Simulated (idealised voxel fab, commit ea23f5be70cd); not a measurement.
process module | voxel wiring stack
cross-section cut | 230 nm wide | cells 5 nm
A cross-section is a grid of square cells, given in bands from the top down. A band is one or more rows of cells.
Each band's line starts with the height of the band's top and of its bottom, in nm. Then come its materials from left to right, each with its width in nm. One material with "throughout" fills the band from edge to edge. "air" is empty space.
Height 0 is the level under which the wafer as received is all one material. The lowest band goes on downwards, as in "0 down".
A width such as "30 to 40" changes by the same amount from each row of cells to the next, from the band's top row to its bottom row.
"no change" after a step means that no cell of the cross-section changed.
closed voids: empty space of 8 cells or more with no open way to the top, each as width x height at its distance from the left edge, in nm
after a step's settings: what the simulator itself notes on the step
overlay nm, on a step with a mask: how far to the right of its planned place the mask lay; to the left if negative
plan
1 op RECEIVE | material Si
2 op CONFORMAL_DEP | material SiO2 | thk nm 15
3 op CONFORMAL_DEP | material SiCN | thk nm 5
4 op DIRECTIONAL_DEP | material SiO2 | thk nm 25
5 op DIRECTIONAL_DEP | material aC | thk nm 10
6 op PATTERN | tone open | mask id METAL_1 | material resist | width nm 25 | pitch nm 50 | thk nm 25 | overlay nm 0
7 op DIRECTIONAL_ETCH | etch materials aC | depth nm 10
8 op STRIP | etch materials resist
9 op DIRECTIONAL_ETCH | etch materials SiO2 | depth nm 25
10 op DIRECTIONAL_ETCH | etch materials SiCN | depth nm 5
11 op STRIP | etch materials aC
12 op CONFORMAL_DEP | material TiN | thk nm 5
13 op FILL_DEP | material W | thk nm 5
14 op CMP | height nm 45
15 op CONFORMAL_DEP | material SiCN | thk nm 5
16 op DIRECTIONAL_DEP | material lowk | thk nm 15
17 op DIRECTIONAL_DEP | material aC | thk nm 15
18 op PATTERN | tone open | mask id PLUG_1 | material resist | width nm 15 | pitch nm 100 | thk nm 35 | overlay nm 0
19 op DIRECTIONAL_ETCH | etch materials aC | depth nm 15
20 op STRIP | etch materials resist
21 op DIRECTIONAL_ETCH | etch materials lowk | depth nm 15
22 op DIRECTIONAL_ETCH | etch materials SiCN | depth nm 5
23 op STRIP | etch materials aC
24 op EPI | material Ru | thk nm 10
25 op EPI | material Ru | thk nm 10
26 op CONFORMAL_DEP | material SiN | thk nm 5
27 op DIRECTIONAL_DEP | material SiO2 | thk nm 20
28 op MASKED_ETCH | tone open | mask id METAL_2 | width nm 25 | pitch nm 50 | etch materials SiO2 | depth nm 20 | overlay nm 0
29 op MASKED_ETCH | tone open | mask id METAL_2 | width nm 25 | pitch nm 50 | etch materials SiN | depth nm 5 | overlay nm 0
30 op CONFORMAL_DEP | material TiN | thk nm 5
31 op FILL_DEP | material Cu | thk nm 10
32 op CMP | height nm 90
33 op CONFORMAL_DEP | material SiCN | thk nm 5
34 op DIRECTIONAL_DEP | material SiO2 | thk nm 10
35 op DIRECTIONAL_DEP | material aC | thk nm 15
36 op PATTERN | tone open | mask id PLUG_2 | material resist | width nm 15 | pitch nm 100 | thk nm 30 | overlay nm 0
37 op DIRECTIONAL_ETCH | etch materials aC | depth nm 15
38 op STRIP | etch materials resist
39 op DIRECTIONAL_ETCH | etch materials SiO2 | depth nm 10
40 op DIRECTIONAL_ETCH | etch materials SiCN | depth nm 5
41 op STRIP | etch materials aC
42 op CONFORMAL_DEP | material TiN | thk nm 5
43 op FILL_DEP | material Ru | thk nm 5
44 op CMP | height nm 105
45 op DIRECTIONAL_DEP | material TiN | thk nm 5
46 op DIRECTIONAL_DEP | material Ru | thk nm 25
47 op DIRECTIONAL_DEP | material aC | thk nm 10
48 op PATTERN | tone cover | mask id METAL_3 | material resist | width nm 25 | pitch nm 50 | thk nm 30 | overlay nm 0
49 op DIRECTIONAL_ETCH | etch materials aC | depth nm 10
50 op STRIP | etch materials resist
51 op DIRECTIONAL_ETCH | etch materials Ru | depth nm 25
52 op DIRECTIONAL_ETCH | etch materials TiN | depth nm 5
53 op STRIP | etch materials aC
54 op CONFORMAL_DEP | material SiCN | thk nm 5
55 op FILL_DEP | material SiO2 | thk nm 10
56 op CMP | height nm 135
57 op CONFORMAL_DEP | material SiCN | thk nm 5
58 op DIRECTIONAL_DEP | material lowk | thk nm 10
59 op PATTERN | tone open | mask id PLUG_3 | material resist | width nm 15 | pitch nm 100 | thk nm 20 | overlay nm 0
60 op DIRECTIONAL_ETCH | etch materials lowk | depth nm 10
61 op DIRECTIONAL_ETCH | etch materials SiCN | depth nm 5
62 op STRIP | etch materials resist
63 op CONFORMAL_DEP | material TiN | thk nm 5
64 op FILL_DEP | material Ru | thk nm 5
65 op CMP | height nm 150
66 op DIRECTIONAL_DEP | material TiN | thk nm 5
67 op DIRECTIONAL_DEP | material W | thk nm 20
68 op PATTERN | tone cover | mask id METAL_4 | material resist | width nm 25 | pitch nm 50 | thk nm 20 | overlay nm 0
69 op DIRECTIONAL_ETCH | etch materials W | depth nm 20
70 op DIRECTIONAL_ETCH | etch materials TiN | depth nm 5
71 op STRIP | etch materials resist
72 op FILL_DEP | material SiO2 | thk nm 5
73 op CMP | height nm 175
74 op CONFORMAL_DEP | material SiN | thk nm 5
first wafer, as planned
as received, after step 1
  0 down: Si throughout
  closed voids: none
after step 2
  15 to 0: SiO2 throughout
  below 0: unchanged
after step 3
  20 to 15: SiCN throughout
  below 15: unchanged
after step 4
  45 to 20: SiO2 throughout
  below 20: unchanged
after step 5
  55 to 45: aC throughout
  below 45: unchanged
after step 6
  80 to 55: resist 25 | air 25 | resist 25 | air 25 | resist 25 | air 25 | resist 25 | air 25 | resist 30
  below 55: unchanged
after step 7
  70 to 55: resist 25 | air 25 | resist 25 | air 25 | resist 25 | air 25 | resist 25 | air 25 | resist 30
  55 to 45: aC 25 | air 25 | aC 25 | air 25 | aC 25 | air 25 | aC 25 | air 25 | aC 30
  below 45: unchanged
after step 8
  55 to 45: aC 25 | air 25 | aC 25 | air 25 | aC 25 | air 25 | aC 25 | air 25 | aC 30
  below 45: unchanged
after step 9
  55 to 45: aC 25 | air 25 | aC 25 | air 25 | aC 25 | air 25 | aC 25 | air 25 | aC 30
  45 to 20: SiO2 25 | air 25 | SiO2 25 | air 25 | SiO2 25 | air 25 | SiO2 25 | air 25 | SiO2 30
  below 20: unchanged
after step 10
  55 to 45: aC 25 | air 25 | aC 25 | air 25 | aC 25 | air 25 | aC 25 | air 25 | aC 30
  45 to 20: SiO2 25 | air 25 | SiO2 25 | air 25 | SiO2 25 | air 25 | SiO2 25 | air 25 | SiO2 30
  20 to 15: SiCN 25 | air 25 | SiCN 25 | air 25 | SiCN 25 | air 25 | SiCN 25 | air 25 | SiCN 30
  below 15: unchanged
after step 11
  45 to 20: SiO2 25 | air 25 | SiO2 25 | air 25 | SiO2 25 | air 25 | SiO2 25 | air 25 | SiO2 30
  below 20: unchanged
after step 12
  50 to 45: TiN 30 | air 15 | TiN 35 | air 15 | TiN 35 | air 15 | TiN 35 | air 15 | TiN 35
  45 to 20: SiO2 25 | TiN 5 | air 15 | TiN 5 | SiO2 25 | TiN 5 | air 15 | TiN 5 | SiO2 25 | TiN 5 | air 15 | TiN 5 | SiO2 25 | TiN 5 | air 15 | TiN 5 | SiO2 30
  20 to 15: SiCN 25 | TiN 25 | SiCN 25 | TiN 25 | SiCN 25 | TiN 25 | SiCN 25 | TiN 25 | SiCN 30
  below 15: unchanged
after step 13
  55 to 50: W throughout
  50 to 45: TiN 30 | W 15 | TiN 35 | W 15 | TiN 35 | W 15 | TiN 35 | W 15 | TiN 35
  45 to 20: SiO2 25 | TiN 5 | W 15 | TiN 5 | SiO2 25 | TiN 5 | W 15 | TiN 5 | SiO2 25 | TiN 5 | W 15 | TiN 5 | SiO2 25 | TiN 5 | W 15 | TiN 5 | SiO2 30
  below 20: unchanged
after step 14
  45 to 20: SiO2 25 | TiN 5 | W 15 | TiN 5 | SiO2 25 | TiN 5 | W 15 | TiN 5 | SiO2 25 | TiN 5 | W 15 | TiN 5 | SiO2 25 | TiN 5 | W 15 | TiN 5 | SiO2 30
  below 20: unchanged
after step 15
  50 to 45: SiCN throughout
  below 45: unchanged
after step 16
  65 to 50: lowk throughout
  below 50: unchanged
after step 17
  80 to 65: aC throughout
  below 65: unchanged
after step 18
  115 to 80: resist 25 | air 15 | resist 85 | air 15 | resist 90
  below 80: unchanged
after step 19
  100 to 80: resist 25 | air 15 | resist 85 | air 15 | resist 90
  80 to 65: aC 25 | air 15 | aC 85 | air 15 | aC 90
  below 65: unchanged
after step 20
  80 to 65: aC 25 | air 15 | aC 85 | air 15 | aC 90
  below 65: unchanged
after step 21
  80 to 65: aC 25 | air 15 | aC 85 | air 15 | aC 90
  65 to 50: lowk 25 | air 15 | lowk 85 | air 15 | lowk 90
  below 50: unchanged
after step 22
  80 to 65: aC 25 | air 15 | aC 85 | air 15 | aC 90
  65 to 50: lowk 25 | air 15 | lowk 85 | air 15 | lowk 90
  50 to 45: SiCN 25 | air 15 | SiCN 85 | air 15 | SiCN 90
  below 45: unchanged
after step 23
  65 to 50: lowk 25 | air 15 | lowk 85 | air 15 | lowk 90
  below 50: unchanged
after step 24
  65 to 55: lowk 25 | air 15 | lowk 85 | air 15 | lowk 90
  55 to 50: lowk 25 | Ru 15 | lowk 85 | Ru 15 | lowk 90
  50 to 45: SiCN 25 | Ru 15 | SiCN 85 | Ru 15 | SiCN 90
  below 45: unchanged
after step 25
  65 to 50: lowk 25 | Ru 15 | lowk 85 | Ru 15 | lowk 90
  below 50: unchanged
after step 26
  70 to 65: SiN throughout
  below 65: unchanged
after step 27
  90 to 70: SiO2 throughout
  below 70: unchanged
after step 28
  90 to 70: SiO2 25 | air 25 | SiO2 25 | air 25 | SiO2 25 | air 25 | SiO2 25 | air 25 | SiO2 30
  below 70: unchanged
after step 29
  90 to 70: SiO2 25 | air 25 | SiO2 25 | air 25 | SiO2 25 | air 25 | SiO2 25 | air 25 | SiO2 30
  70 to 65: SiN 25 | air 25 | SiN 25 | air 25 | SiN 25 | air 25 | SiN 25 | air 25 | SiN 30
  below 65: unchanged
after step 30
  95 to 90: TiN 30 | air 15 | TiN 35 | air 15 | TiN 35 | air 15 | TiN 35 | air 15 | TiN 35
  90 to 70: SiO2 25 | TiN 5 | air 15 | TiN 5 | SiO2 25 | TiN 5 | air 15 | TiN 5 | SiO2 25 | TiN 5 | air 15 | TiN 5 | SiO2 25 | TiN 5 | air 15 | TiN 5 | SiO2 30
  70 to 65: SiN 25 | TiN 25 | SiN 25 | TiN 25 | SiN 25 | TiN 25 | SiN 25 | TiN 25 | SiN 30
  below 65: unchanged
after step 31
  105 to 95: Cu throughout
  95 to 90: TiN 30 | Cu 15 | TiN 35 | Cu 15 | TiN 35 | Cu 15 | TiN 35 | Cu 15 | TiN 35
  90 to 70: SiO2 25 | TiN 5 | Cu 15 | TiN 5 | SiO2 25 | TiN 5 | Cu 15 | TiN 5 | SiO2 25 | TiN 5 | Cu 15 | TiN 5 | SiO2 25 | TiN 5 | Cu 15 | TiN 5 | SiO2 30
  below 70: unchanged
after step 32
  90 to 70: SiO2 25 | TiN 5 | Cu 15 | TiN 5 | SiO2 25 | TiN 5 | Cu 15 | TiN 5 | SiO2 25 | TiN 5 | Cu 15 | TiN 5 | SiO2 25 | TiN 5 | Cu 15 | TiN 5 | SiO2 30
  below 70: unchanged
after step 33
  95 to 90: SiCN throughout
  below 90: unchanged
after step 34
  105 to 95: SiO2 throughout
  below 95: unchanged
after step 35
  120 to 105: aC throughout
  below 105: unchanged
after step 36
  150 to 120: resist 25 | air 15 | resist 85 | air 15 | resist 90
  below 120: unchanged
after step 37
  135 to 120: resist 25 | air 15 | resist 85 | air 15 | resist 90
  120 to 105: aC 25 | air 15 | aC 85 | air 15 | aC 90
  below 105: unchanged
after step 38
  120 to 105: aC 25 | air 15 | aC 85 | air 15 | aC 90
  below 105: unchanged
after step 39
  120 to 105: aC 25 | air 15 | aC 85 | air 15 | aC 90
  105 to 95: SiO2 25 | air 15 | SiO2 85 | air 15 | SiO2 90
  below 95: unchanged
after step 40
  120 to 105: aC 25 | air 15 | aC 85 | air 15 | aC 90
  105 to 95: SiO2 25 | air 15 | SiO2 85 | air 15 | SiO2 90
  95 to 90: SiCN 25 | air 15 | SiCN 85 | air 15 | SiCN 90
  below 90: unchanged
after step 41
  105 to 95: SiO2 25 | air 15 | SiO2 85 | air 15 | SiO2 90
  below 95: unchanged
after step 42
  110 to 105: TiN 30 | air 5 | TiN 95 | air 5 | TiN 95
  105 to 95: SiO2 25 | TiN 5 | air 5 | TiN 5 | SiO2 85 | TiN 5 | air 5 | TiN 5 | SiO2 90
  95 to 90: SiCN 25 | TiN 15 | SiCN 85 | TiN 15 | SiCN 90
  below 90: unchanged
after step 43
  115 to 110: Ru throughout
  110 to 105: TiN 30 | Ru 5 | TiN 95 | Ru 5 | TiN 95
  105 to 95: SiO2 25 | TiN 5 | Ru 5 | TiN 5 | SiO2 85 | TiN 5 | Ru 5 | TiN 5 | SiO2 90
  below 95: unchanged
after step 44
  105 to 95: SiO2 25 | TiN 5 | Ru 5 | TiN 5 | SiO2 85 | TiN 5 | Ru 5 | TiN 5 | SiO2 90
  below 95: unchanged
after step 45
  110 to 105: TiN throughout
  below 105: unchanged
after step 46
  135 to 110: Ru throughout
  below 110: unchanged
after step 47
  145 to 135: aC throughout
  below 135: unchanged
after step 48
  175 to 145: air 25 | resist 25 | air 25 | resist 25 | air 25 | resist 25 | air 25 | resist 25 | air 30
  below 145: unchanged
after step 49
  165 to 145: air 25 | resist 25 | air 25 | resist 25 | air 25 | resist 25 | air 25 | resist 25 | air 30
  145 to 135: air 25 | aC 25 | air 25 | aC 25 | air 25 | aC 25 | air 25 | aC 25 | air 30
  below 135: unchanged
after step 50
  145 to 135: air 25 | aC 25 | air 25 | aC 25 | air 25 | aC 25 | air 25 | aC 25 | air 30
  below 135: unchanged
after step 51
  145 to 135: air 25 | aC 25 | air 25 | aC 25 | air 25 | aC 25 | air 25 | aC 25 | air 30
  135 to 110: air 25 | Ru 25 | air 25 | Ru 25 | air 25 | Ru 25 | air 25 | Ru 25 | air 30
  below 110: unchanged
after step 52
  145 to 135: air 25 | aC 25 | air 25 | aC 25 | air 25 | aC 25 | air 25 | aC 25 | air 30
  135 to 110: air 25 | Ru 25 | air 25 | Ru 25 | air 25 | Ru 25 | air 25 | Ru 25 | air 30
  110 to 105: air 25 | TiN 25 | air 25 | TiN 25 | air 25 | TiN 25 | air 25 | TiN 25 | air 30
  below 105: unchanged
after step 53
  135 to 110: air 25 | Ru 25 | air 25 | Ru 25 | air 25 | Ru 25 | air 25 | Ru 25 | air 30
  below 110: unchanged
after step 54
  140 to 135: air 20 | SiCN 35 | air 15 | SiCN 35 | air 15 | SiCN 35 | air 15 | SiCN 35 | air 25
  135 to 110: air 20 | SiCN 5 | Ru 25 | SiCN 5 | air 15 | SiCN 5 | Ru 25 | SiCN 5 | air 15 | SiCN 5 | Ru 25 | SiCN 5 | air 15 | SiCN 5 | Ru 25 | SiCN 5 | air 25
  110 to 105: SiCN 25 | TiN 25 | SiCN 25 | TiN 25 | SiCN 25 | TiN 25 | SiCN 25 | TiN 25 | SiCN 30
  below 105: unchanged
after step 55
  150 to 140: SiO2 throughout
  140 to 135: SiO2 20 | SiCN 35 | SiO2 15 | SiCN 35 | SiO2 15 | SiCN 35 | SiO2 15 | SiCN 35 | SiO2 25
  135 to 110: SiO2 20 | SiCN 5 | Ru 25 | SiCN 5 | SiO2 15 | SiCN 5 | Ru 25 | SiCN 5 | SiO2 15 | SiCN 5 | Ru 25 | SiCN 5 | SiO2 15 | SiCN 5 | Ru 25 | SiCN 5 | SiO2 25
  below 110: unchanged
after step 56
  135 to 110: SiO2 20 | SiCN 5 | Ru 25 | SiCN 5 | SiO2 15 | SiCN 5 | Ru 25 | SiCN 5 | SiO2 15 | SiCN 5 | Ru 25 | SiCN 5 | SiO2 15 | SiCN 5 | Ru 25 | SiCN 5 | SiO2 25
  below 110: unchanged
after step 57
  140 to 135: SiCN throughout
  below 135: unchanged
after step 58
  150 to 140: lowk throughout
  below 140: unchanged
after step 59
  170 to 150: resist 25 | air 15 | resist 85 | air 15 | resist 90
  below 150: unchanged
after step 60
  170 to 150: resist 25 | air 15 | resist 85 | air 15 | resist 90
  150 to 140: lowk 25 | air 15 | lowk 85 | air 15 | lowk 90
  below 140: unchanged
after step 61
  170 to 150: resist 25 | air 15 | resist 85 | air 15 | resist 90
  150 to 140: lowk 25 | air 15 | lowk 85 | air 15 | lowk 90
  140 to 135: SiCN 25 | air 15 | SiCN 85 | air 15 | SiCN 90
  below 135: unchanged
after step 62
  150 to 140: lowk 25 | air 15 | lowk 85 | air 15 | lowk 90
  below 140: unchanged
after step 63
  155 to 150: TiN 30 | air 5 | TiN 95 | air 5 | TiN 95
  150 to 140: lowk 25 | TiN 5 | air 5 | TiN 5 | lowk 85 | TiN 5 | air 5 | TiN 5 | lowk 90
  140 to 135: SiCN 25 | TiN 15 | SiCN 85 | TiN 15 | SiCN 90
  below 135: unchanged
after step 64
  160 to 155: Ru throughout
  155 to 150: TiN 30 | Ru 5 | TiN 95 | Ru 5 | TiN 95
  150 to 140: lowk 25 | TiN 5 | Ru 5 | TiN 5 | lowk 85 | TiN 5 | Ru 5 | TiN 5 | lowk 90
  below 140: unchanged
after step 65
  150 to 140: lowk 25 | TiN 5 | Ru 5 | TiN 5 | lowk 85 | TiN 5 | Ru 5 | TiN 5 | lowk 90
  below 140: unchanged
after step 66
  155 to 150: TiN throughout
  below 150: unchanged
after step 67
  175 to 155: W throughout
  below 155: unchanged
after step 68
  195 to 175: air 25 | resist 25 | air 25 | resist 25 | air 25 | resist 25 | air 25 | resist 25 | air 30
  below 175: unchanged
after step 69
  195 to 175: air 25 | resist 25 | air 25 | resist 25 | air 25 | resist 25 | air 25 | resist 25 | air 30
  175 to 155: air 25 | W 25 | air 25 | W 25 | air 25 | W 25 | air 25 | W 25 | air 30
  below 155: unchanged
after step 70
  195 to 175: air 25 | resist 25 | air 25 | resist 25 | air 25 | resist 25 | air 25 | resist 25 | air 30
  175 to 155: air 25 | W 25 | air 25 | W 25 | air 25 | W 25 | air 25 | W 25 | air 30
  155 to 150: air 25 | TiN 25 | air 25 | TiN 25 | air 25 | TiN 25 | air 25 | TiN 25 | air 30
  below 150: unchanged
after step 71
  175 to 155: air 25 | W 25 | air 25 | W 25 | air 25 | W 25 | air 25 | W 25 | air 30
  below 155: unchanged
after step 72
  180 to 175: SiO2 throughout
  175 to 155: SiO2 25 | W 25 | SiO2 25 | W 25 | SiO2 25 | W 25 | SiO2 25 | W 25 | SiO2 30
  155 to 150: SiO2 25 | TiN 25 | SiO2 25 | TiN 25 | SiO2 25 | TiN 25 | SiO2 25 | TiN 25 | SiO2 30
  below 150: unchanged
after step 73
  175 to 155: SiO2 25 | W 25 | SiO2 25 | W 25 | SiO2 25 | W 25 | SiO2 25 | W 25 | SiO2 30
  below 155: unchanged
after step 74
  180 to 175: SiN throughout
  below 175: unchanged
second wafer: like start, like plan, one mistake. Through step 32 it matches the first wafer
when step 33 should have ended
  100 to 90: SiO2 throughout
  below 90: unchanged
when step 34 should have ended
  105 to 100: SiCN throughout
  below 100: unchanged
when step 35 should have ended
  120 to 105: aC throughout
  below 105: unchanged
when step 36 should have ended
  150 to 120: resist 25 | air 15 | resist 85 | air 15 | resist 90
  below 120: unchanged
when step 37 should have ended
  135 to 120: resist 25 | air 15 | resist 85 | air 15 | resist 90
  120 to 105: aC 25 | air 15 | aC 85 | air 15 | aC 90
  below 105: unchanged
when step 38 should have ended
  120 to 105: aC 25 | air 15 | aC 85 | air 15 | aC 90
  below 105: unchanged
when step 39 should have ended: no change
when step 40 should have ended
  120 to 105: aC 25 | air 15 | aC 85 | air 15 | aC 90
  105 to 100: SiCN 25 | air 15 | SiCN 85 | air 15 | SiCN 90
  below 100: unchanged
when step 41 should have ended
  105 to 100: SiCN 25 | air 15 | SiCN 85 | air 15 | SiCN 90
  below 100: unchanged
when step 42 should have ended
  110 to 105: TiN 30 | air 5 | TiN 95 | air 5 | TiN 95
  105 to 100: SiCN 25 | TiN 15 | SiCN 85 | TiN 15 | SiCN 90
  below 100: unchanged
when step 43 should have ended
  115 to 110: Ru throughout
  110 to 105: TiN 30 | Ru 5 | TiN 95 | Ru 5 | TiN 95
  below 105: unchanged
when step 44 should have ended
  105 to 100: SiCN 25 | TiN 15 | SiCN 85 | TiN 15 | SiCN 90
  below 100: unchanged
when step 45 should have ended
  110 to 105: TiN throughout
  below 105: unchanged
when step 46 should have ended
  135 to 110: Ru throughout
  below 110: unchanged
when step 47 should have ended
  145 to 135: aC throughout
  below 135: unchanged
when step 48 should have ended
  175 to 145: air 25 | resist 25 | air 25 | resist 25 | air 25 | resist 25 | air 25 | resist 25 | air 30
  below 145: unchanged
when step 49 should have ended
  165 to 145: air 25 | resist 25 | air 25 | resist 25 | air 25 | resist 25 | air 25 | resist 25 | air 30
  145 to 135: air 25 | aC 25 | air 25 | aC 25 | air 25 | aC 25 | air 25 | aC 25 | air 30
  below 135: unchanged
when step 50 should have ended
  145 to 135: air 25 | aC 25 | air 25 | aC 25 | air 25 | aC 25 | air 25 | aC 25 | air 30
  below 135: unchanged
when step 51 should have ended
  145 to 135: air 25 | aC 25 | air 25 | aC 25 | air 25 | aC 25 | air 25 | aC 25 | air 30
  135 to 110: air 25 | Ru 25 | air 25 | Ru 25 | air 25 | Ru 25 | air 25 | Ru 25 | air 30
  below 110: unchanged
when step 52 should have ended
  145 to 135: air 25 | aC 25 | air 25 | aC 25 | air 25 | aC 25 | air 25 | aC 25 | air 30
  135 to 110: air 25 | Ru 25 | air 25 | Ru 25 | air 25 | Ru 25 | air 25 | Ru 25 | air 30
  110 to 105: air 25 | TiN 25 | air 25 | TiN 25 | air 25 | TiN 25 | air 25 | TiN 25 | air 30
  below 105: unchanged
when step 53 should have ended
  135 to 110: air 25 | Ru 25 | air 25 | Ru 25 | air 25 | Ru 25 | air 25 | Ru 25 | air 30
  below 110: unchanged
when step 54 should have ended
  140 to 135: air 20 | SiCN 35 | air 15 | SiCN 35 | air 15 | SiCN 35 | air 15 | SiCN 35 | air 25
  135 to 110: air 20 | SiCN 5 | Ru 25 | SiCN 5 | air 15 | SiCN 5 | Ru 25 | SiCN 5 | air 15 | SiCN 5 | Ru 25 | SiCN 5 | air 15 | SiCN 5 | Ru 25 | SiCN 5 | air 25
  110 to 105: SiCN 25 | TiN 25 | SiCN 25 | TiN 25 | SiCN 25 | TiN 25 | SiCN 25 | TiN 25 | SiCN 30
  below 105: unchanged
when step 55 should have ended
  150 to 140: SiO2 throughout
  140 to 135: SiO2 20 | SiCN 35 | SiO2 15 | SiCN 35 | SiO2 15 | SiCN 35 | SiO2 15 | SiCN 35 | SiO2 25
  135 to 110: SiO2 20 | SiCN 5 | Ru 25 | SiCN 5 | SiO2 15 | SiCN 5 | Ru 25 | SiCN 5 | SiO2 15 | SiCN 5 | Ru 25 | SiCN 5 | SiO2 15 | SiCN 5 | Ru 25 | SiCN 5 | SiO2 25
  below 110: unchanged
when step 56 should have ended
  135 to 110: SiO2 20 | SiCN 5 | Ru 25 | SiCN 5 | SiO2 15 | SiCN 5 | Ru 25 | SiCN 5 | SiO2 15 | SiCN 5 | Ru 25 | SiCN 5 | SiO2 15 | SiCN 5 | Ru 25 | SiCN 5 | SiO2 25
  below 110: unchanged
when step 57 should have ended
  140 to 135: SiCN throughout
  below 135: unchanged
when step 58 should have ended
  150 to 140: lowk throughout
  below 140: unchanged
when step 59 should have ended
  170 to 150: resist 25 | air 15 | resist 85 | air 15 | resist 90
  below 150: unchanged
when step 60 should have ended
  170 to 150: resist 25 | air 15 | resist 85 | air 15 | resist 90
  150 to 140: lowk 25 | air 15 | lowk 85 | air 15 | lowk 90
  below 140: unchanged
when step 61 should have ended
  170 to 150: resist 25 | air 15 | resist 85 | air 15 | resist 90
  150 to 140: lowk 25 | air 15 | lowk 85 | air 15 | lowk 90
  140 to 135: SiCN 25 | air 15 | SiCN 85 | air 15 | SiCN 90
  below 135: unchanged
when step 62 should have ended
  150 to 140: lowk 25 | air 15 | lowk 85 | air 15 | lowk 90
  below 140: unchanged
when step 63 should have ended
  155 to 150: TiN 30 | air 5 | TiN 95 | air 5 | TiN 95
  150 to 140: lowk 25 | TiN 5 | air 5 | TiN 5 | lowk 85 | TiN 5 | air 5 | TiN 5 | lowk 90
  140 to 135: SiCN 25 | TiN 15 | SiCN 85 | TiN 15 | SiCN 90
  below 135: unchanged
when step 64 should have ended
  160 to 155: Ru throughout
  155 to 150: TiN 30 | Ru 5 | TiN 95 | Ru 5 | TiN 95
  150 to 140: lowk 25 | TiN 5 | Ru 5 | TiN 5 | lowk 85 | TiN 5 | Ru 5 | TiN 5 | lowk 90
  below 140: unchanged
when step 65 should have ended
  150 to 140: lowk 25 | TiN 5 | Ru 5 | TiN 5 | lowk 85 | TiN 5 | Ru 5 | TiN 5 | lowk 90
  below 140: unchanged
when step 66 should have ended
  155 to 150: TiN throughout
  below 150: unchanged
when step 67 should have ended
  175 to 155: W throughout
  below 155: unchanged
when step 68 should have ended
  195 to 175: air 25 | resist 25 | air 25 | resist 25 | air 25 | resist 25 | air 25 | resist 25 | air 30
  below 175: unchanged
when step 69 should have ended
  195 to 175: air 25 | resist 25 | air 25 | resist 25 | air 25 | resist 25 | air 25 | resist 25 | air 30
  175 to 155: air 25 | W 25 | air 25 | W 25 | air 25 | W 25 | air 25 | W 25 | air 30
  below 155: unchanged
when step 70 should have ended
  195 to 175: air 25 | resist 25 | air 25 | resist 25 | air 25 | resist 25 | air 25 | resist 25 | air 30
  175 to 155: air 25 | W 25 | air 25 | W 25 | air 25 | W 25 | air 25 | W 25 | air 30
  155 to 150: air 25 | TiN 25 | air 25 | TiN 25 | air 25 | TiN 25 | air 25 | TiN 25 | air 30
  below 150: unchanged
when step 71 should have ended
  175 to 155: air 25 | W 25 | air 25 | W 25 | air 25 | W 25 | air 25 | W 25 | air 30
  below 155: unchanged
when step 72 should have ended
  180 to 175: SiO2 throughout
  175 to 155: SiO2 25 | W 25 | SiO2 25 | W 25 | SiO2 25 | W 25 | SiO2 25 | W 25 | SiO2 30
  155 to 150: SiO2 25 | TiN 25 | SiO2 25 | TiN 25 | SiO2 25 | TiN 25 | SiO2 25 | TiN 25 | SiO2 30
  below 150: unchanged
when step 73 should have ended
  175 to 155: SiO2 25 | W 25 | SiO2 25 | W 25 | SiO2 25 | W 25 | SiO2 25 | W 25 | SiO2 30
  below 155: unchanged
when step 74 should have ended
  180 to 175: SiN throughout
  below 175: unchanged
what went wrong: steps 33 and 34 were swapped
at the end the second wafer has, in cells: 4 fewer of Ru | 12 more of SiO2 | 8 fewer of TiN
